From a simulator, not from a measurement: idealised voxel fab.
Process module, titled voxel self aligned vias
Cross-section cut spans 285 nm and uses square cells 5 nm in size.
In what follows, cross-sections appear as grids of square cells, described through bands that run from the top down, where every band is one or more rows of cells.
This entry defines a band. It first specifies the height of the band's top and the height of its bottom in nm, and then specifies the band's materials from left to right, stating each material with its width in nm. The word "edge to edge" identifies a single material that fills the band from edge to edge, while the word "air" identifies empty space.
Where do heights start? At 0: under that level the wafer as delivered is made of one material only. And the lowest band has no floor; it just carries on downward, as in "0 down".
A two-number width, for instance "30 to 40", indicates that the width is equal to the first number in the top row of the band and to the second number in the bottom row, and that it changes by a constant amount per row of cells.
Any step labelled "nothing got changed" changed none of the cells in the cross-section.
The label "Enclosed cavity list" introduces a list of the empty spaces, 8 cells or larger, that have no open way up to the top; each entry in it reads width x height at distance, where the distance is taken from the left edge and all three are stated in nm.
Read whatever lies past the settings on a step's line as the simulator's own remark about the step.
"overlay nm", when on a step's line for a step with a mask, measures how far to the right of its planned place the mask lay; a negative measure means to the left.
Below is the list of planned process steps:
1) RECEIVE [material Si]
2) CONFORMAL_DEP [material SiO2] [thk nm 15]
3) CONFORMAL_DEP [material SiCN] [thk nm 5]
4) DIRECTIONAL_DEP [material lowk] [thk nm 30]
5) DIRECTIONAL_DEP [material aC] [thk nm 10]
6) PATTERN [tone open] [mask id LINES] [material resist] [width nm 30] [pitch nm 55] [thk nm 25] [overlay nm 0]
7) DIRECTIONAL_ETCH [etch materials aC] [depth nm 10]
8) STRIP [etch materials resist]
9) DIRECTIONAL_ETCH [etch materials lowk] [depth nm 30]
10) STRIP [etch materials aC]
11) CONFORMAL_DEP [material TiN] [thk nm 5]
12) FILL_DEP [material W] [thk nm 10]
13) CMP [height nm 50]
14) SELECTIVE_ETCH [etch materials W Ru TiN] [depth nm 5]
15) FILL_DEP [material SiN] [thk nm 5]
16) CMP [height nm 50]
17) DIRECTIONAL_DEP [material lowk] [thk nm 20]
18) PATTERN [tone open] [mask id VIAS] [material resist] [width nm 40] [thk nm 20] [overlay nm 0]
19) DIRECTIONAL_ETCH [etch materials lowk] [depth nm 20]
20) DIRECTIONAL_ETCH [etch materials SiN] [depth nm 5]
21) STRIP [etch materials resist]
22) CONFORMAL_DEP [material TiN] [thk nm 5]
23) FILL_DEP [material W] [thk nm 10]
24) CMP [height nm 70]
25) CONFORMAL_DEP [material SiN] [thk nm 5]
Cross-sectional view of the wafer in its as-received condition, corresponding to the state after step 1:
* 0 down  Si edge to edge
* Enclosed cavity list: none
Post-module cross-section: identical start and plan to those above, one misstep in execution:
* 75 to 70  SiN edge to edge
* 70 to 55  90 of lowk; 5 of TiN; 40 of W; 5 of TiN; 145 of lowk
* 55 to 50  90 of lowk; 15 of TiN; 20 of W; 15 of TiN; 145 of lowk
* 50 to 45  100 of lowk; 30 of TiN; 25 of lowk; 30 of SiN; 100 of lowk
* 45 to 25  100 of lowk; 5 of TiN; 20 of W; 5 of TiN; 25 of lowk; 5 of TiN; 20 of W; 5 of TiN; 100 of lowk
* 25 to 20  100 of lowk; 30 of TiN; 25 of lowk; 30 of TiN; 100 of lowk
* 20 to 15  SiCN edge to edge
* 15 to 0  SiO2 edge to edge
* 0 down  Si edge to edge
* Enclosed cavity list: none
Processing error: so step 18 ended up running with a different setting than we planned, it ran as PATTERN [tone open] [mask id VIAS] [material resist] [width nm 50] [thk nm 20] [overlay nm 0]
